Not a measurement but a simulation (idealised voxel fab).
This section sets out a process module, namely voxel released beams.
The cross-section shown here is cut; it is 265 nm wide and divided into square cells measuring 5 nm on a side.
For the purposes of this document, a cross-section shall be understood as a grid of square cells, specified as bands listed in top-to-bottom order, each band consisting of one or more rows of cells. Per band: top height and bottom height in nm, followed by the left-to-right materials and their widths in nm; "edge to edge" marks a single material spanning edge to edge, "blank" marks empty space. Heads up on the height convention: 0 is the point under which the incoming wafer is all one material, and the lowest band has no bottom, it just keeps going down, like "0..down". The expression "30..40" gives the width at the extremes of the band, the first number at its top row of cells and the second at its bottom row, with the width changing by equal amounts from each row to the next in between. "nothing altered" means the step left every cell of the cross-section as it was. You'll see "Encapsulated voids" listing empty spaces that have no way open to the top, as long as they're 8 cells or more; the notation is width x height at distance, where the distance is from the left edge, and all of it is in nm. Note: text after step settings on the step line = simulator remark on that step. If you see "overlay nm" on a step's line and that step has a mask, it's telling you how far right of where it was planned the mask ended up; a negative number means it went left instead.

Plan:
| 1 | RECEIVE, material Si |
| 2 | CONFORMAL_DEP, material Al2O3, thk nm 10 |
| 3 | DIRECTIONAL_DEP, material SiO2, thk nm 10 |
| 4 | MASKED_ETCH, tone open, mask id ANCHOR, width nm 40, etch materials SiO2, depth nm 10, overlay nm 0 |
| 5 | CONFORMAL_DEP, material W, thk nm 15 |
| 6 | MASKED_ETCH, tone cover, mask id BEAM, width nm 90, etch materials W, depth nm 15, overlay nm 0 |
| 7 | STRIP, etch materials SiO2 |

On the first of the two wafers: run conducted according to plan:

Cross-section of the wafer at receipt, which is the condition after step 1:
  0..down: Si edge to edge
  Encapsulated voids: none

State of the wafer after step 2, shown in cross-section:
  10..0: Al2O3 edge to edge
  Nothing below the height 0 has changed.

State of the wafer after step 3, shown in cross-section:
  20..10: SiO2 edge to edge
  Nothing below the height 10 has changed.

State of the wafer after step 4, shown in cross-section:
  20..10: SiO2=90, blank=40, SiO2=135
  Nothing below the height 10 has changed.

State of the wafer after step 5, shown in cross-section:
  35..25: W=105, blank=10, W=150
  25..20: W edge to edge
  20..10: SiO2=90, W=40, SiO2=135
  Nothing below the height 10 has changed.

State of the wafer after step 6, shown in cross-section:
  35..25: blank=85, W=20, blank=10, W=60, blank=90
  25..20: blank=85, W=90, blank=90
  Nothing below the height 20 has changed.

State of the wafer after step 7, shown in cross-section:
  35..25: blank=85, W=20, blank=10, W=60, blank=90
  25..20: blank=85, W=90, blank=90
  20..10: blank=90, W=40, blank=135
  Nothing below the height 10 has changed.

Second of two: same start, same plan, one run error; steps up to and including 6 match the first:

Look at the second wafer in cross-section at the time step 7 ought to have finished:
  20..10: SiO2=90, blank=40, SiO2=135
  Nothing below the height 10 has changed.
Plan not followed: planned and actual differ for step 7; actual: STRIP, etch materials W
The closing comparison, in cells, has the second wafer with more or fewer of some materials than the first: SiO2: 90 more, W: 66 fewer
